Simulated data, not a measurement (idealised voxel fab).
Proc. module: voxel gate over fins
Cross-section cut spans 260 nm and uses square cells 5 nm in size.
Square cells in a grid make up a cross-section in this document, and the grid is given as bands, listed from the top down, each one or more rows of cells. Per band: top height and bottom height in nm, followed by the left-to-right materials and their widths in nm; "all across" marks a single material spanning edge to edge, "air" marks empty space. Counting heights begins at 0, where everything beneath is, in the wafer as received, one material. The lowest band has no bottom; it goes on downwards, as "top 0, no bottom" shows. With a width like "30->40", each row of cells in the band differs from the next by the same amount, the top row carrying the first number and the bottom row the second. Reading "no modifications" for a step: not a cell of the cross-section changed in it. "Sealed void inventory" specifies each empty space that is not open to the top and that occupies no fewer than 8 cells, using the form width x height at distance, the distance measured from the left edge and all three quantities in nm. What comes after the settings on a step's line is commentary from the simulator itself on that step. Regarding "overlay nm": on a step with a mask, it is the distance the mask lay to the right of its planned place; a negative value places it to the left.

Plan
1,RECEIVE: material Si
2,CONFORMAL_DEP: material SiN, thk nm 5
3,DIRECTIONAL_DEP: material aC, thk nm 15
4,PATTERN: tone cover, mask id FINS, material resist, width nm 15, pitch nm 40, thk nm 30, overlay nm 0
5,DIRECTIONAL_ETCH: etch materials aC, depth nm 15
6,STRIP: etch materials resist
7,DIRECTIONAL_ETCH: etch materials SiN, depth nm 5
8,DIRECTIONAL_ETCH: etch materials Si, depth nm 35
9,STRIP: etch materials aC
10,OXIDIZE: depth nm 5
11,FILL_DEP: material SiO2, thk nm 10
12,CMP: height nm 5
13,SELECTIVE_ETCH: etch materials SiO2, depth nm 5
14,STRIP: etch materials SiN
15,CONFORMAL_DEP: material HfO2, thk nm 5
16,CONFORMAL_DEP: material TiN, thk nm 5
17,FILL_DEP: material W, thk nm 15
18,CMP: height nm 20
19,CONFORMAL_DEP: material SiCN, thk nm 10
Where the wafers of this document differ is in the depth nm of step 13; they start out the same, and the plan states the value that applied to the first wafer.

Cross-section of the first of several wafers on receipt, reflecting completion of step 1
	top 0, no bottom: Si all across
	Sealed void inventory: none

Each row below is a wafer at the end of the module, listing for every material the number of cells it has gained (+) or lost (-) since it was received, followed by its closed voids
depth nm 5, +52 HfO2, -384 Si, +104 SiCN, +384 SiO2, +52 TiN, +104 W, Sealed void inventory: none
depth nm 10, +60 HfO2, -384 Si, +104 SiCN, +336 SiO2, +60 TiN, +136 W, Sealed void inventory: none
depth nm 15, +68 HfO2, -384 Si, +104 SiCN, +288 SiO2, +68 TiN, +168 W, Sealed void inventory: none
depth nm 20, +76 HfO2, -384 Si, +104 SiCN, +240 SiO2, +76 TiN, +200 W, Sealed void inventory: none
depth nm 25, +84 HfO2, -384 Si, +104 SiCN, +192 SiO2, +84 TiN, +232 W, Sealed void inventory: none
depth nm 30, +92 HfO2, -384 Si, +104 SiCN, +144 SiO2, +92 TiN, +264 W, Sealed void inventory: none
